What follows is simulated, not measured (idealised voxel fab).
voxel wiring stack: a process module
Section cut is 225 nm wide and gridded with 5 nm square cells.
We lay out every cross-section as a grid of square cells and spell it out in bands from the top down, where one band means one or more rows of cells.
Top, bottom (nm), then materials left to right with widths (nm); lone material tagged "edge to edge" fills the whole band edge to edge; "blank" = empty space.
Where do heights start? At 0: under that level the wafer as delivered is made of one material only. And the lowest band has no floor; it just carries on downward, as in "0 nm and below".
A width given as "30 to 40" starts at the first number in the band's top row and ends at the second number in its bottom row, shifting by an equal amount at every step from row to row.
When a step is marked "nothing different", none of the cells in the cross-section changed during that step.
"Closed void roster" - sealed voids, min. 8 cells, no opening to top; format: width x height at distance (distance from left edge; nm throughout).
Formally, on a step line, whatever follows the settings is a remark that the simulator itself makes on the step.
overlay nm: how far to the right of its planned place the mask lay on this masked step (negative: to the left).

## Steps planned for the process
- 1: op RECEIVE | material Si
- 2: op CONFORMAL_DEP | material SiO2 | thk nm 10
- 3: op CONFORMAL_DEP | material SiCN | thk nm 5
- 4: op DIRECTIONAL_DEP | material SiO2 | thk nm 15
- 5: op DIRECTIONAL_DEP | material aC | thk nm 15
- 6: op PATTERN | tone open | mask id METAL_1 | material resist | width nm 25 | pitch nm 50 | thk nm 30 | overlay nm 0
- 7: op DIRECTIONAL_ETCH | etch materials aC | depth nm 15
- 8: op STRIP | etch materials resist
- 9: op DIRECTIONAL_ETCH | etch materials SiO2 | depth nm 15
- 10: op DIRECTIONAL_ETCH | etch materials SiCN | depth nm 5
- 11: op STRIP | etch materials aC
- 12: op CONFORMAL_DEP | material TiN | thk nm 5
- 13: op FILL_DEP | material Cu | thk nm 10
- 14: op CMP | height nm 30
- 15: op CONFORMAL_DEP | material SiCN | thk nm 5
- 16: op DIRECTIONAL_DEP | material lowk | thk nm 15
- 17: op MASKED_ETCH | tone open | mask id PLUG_1 | width nm 15 | pitch nm 50 | etch materials lowk | depth nm 15 | overlay nm 0
- 18: op MASKED_ETCH | tone open | mask id PLUG_1 | width nm 15 | pitch nm 50 | etch materials SiCN | depth nm 5 | overlay nm 0
- 19: op CONFORMAL_DEP | material TiN | thk nm 5
- 20: op FILL_DEP | material Ru | thk nm 10
- 21: op CMP | height nm 50
- 22: op DIRECTIONAL_DEP | material TiN | thk nm 5
- 23: op DIRECTIONAL_DEP | material W | thk nm 15
- 24: op PATTERN | tone cover | mask id METAL_2 | material resist | width nm 25 | pitch nm 50 | thk nm 20 | overlay nm -15
- 25: op DIRECTIONAL_ETCH | etch materials W | depth nm 15
- 26: op DIRECTIONAL_ETCH | etch materials TiN | depth nm 5
- 27: op STRIP | etch materials resist
- 28: op CONFORMAL_DEP | material SiN | thk nm 5
- 29: op FILL_DEP | material lowk | thk nm 5
- 30: op CMP | height nm 70
- 31: op CONFORMAL_DEP | material SiCN | thk nm 5
It is noted that the wafers described herein are identical at the outset and are distinguished by the overlay nm of step 24; the value stated in the plan corresponds to the first wafer.

## Incoming state of the first of several wafers in cross-section: after step 1
	0 nm and below: Si edge to edge
	Closed void roster: none

## Here is how to read the rows: every wafer has a row, and it shows the wafer at the end of the module, giving for each material how many cells were gained (+) or lost (-) since the wafer was received, then listing its closed voids
overlay nm -15 | +18 Cu | +6 Ru | +119 SiCN | +47 SiN | +195 SiO2 | +50 TiN | +30 W | +210 lowk | Closed void roster: none
overlay nm -10 | +18 Cu | +6 Ru | +119 SiCN | +47 SiN | +195 SiO2 | +50 TiN | +30 W | +210 lowk | Closed void roster: none
overlay nm -5 | +18 Cu | +6 Ru | +119 SiCN | +47 SiN | +195 SiO2 | +50 TiN | +30 W | +210 lowk | Closed void roster: none
overlay nm 0 | +18 Cu | +6 Ru | +119 SiCN | +47 SiN | +195 SiO2 | +50 TiN | +30 W | +210 lowk | Closed void roster: none
overlay nm 5 | +18 Cu | +6 Ru | +119 SiCN | +47 SiN | +195 SiO2 | +50 TiN | +30 W | +210 lowk | Closed void roster: none
overlay nm 10 | +18 Cu | +6 Ru | +119 SiCN | +47 SiN | +195 SiO2 | +50 TiN | +30 W | +210 lowk | Closed void roster: none
overlay nm 15 | +18 Cu | +6 Ru | +119 SiCN | +47 SiN | +195 SiO2 | +50 TiN | +30 W | +210 lowk | Closed void roster: none
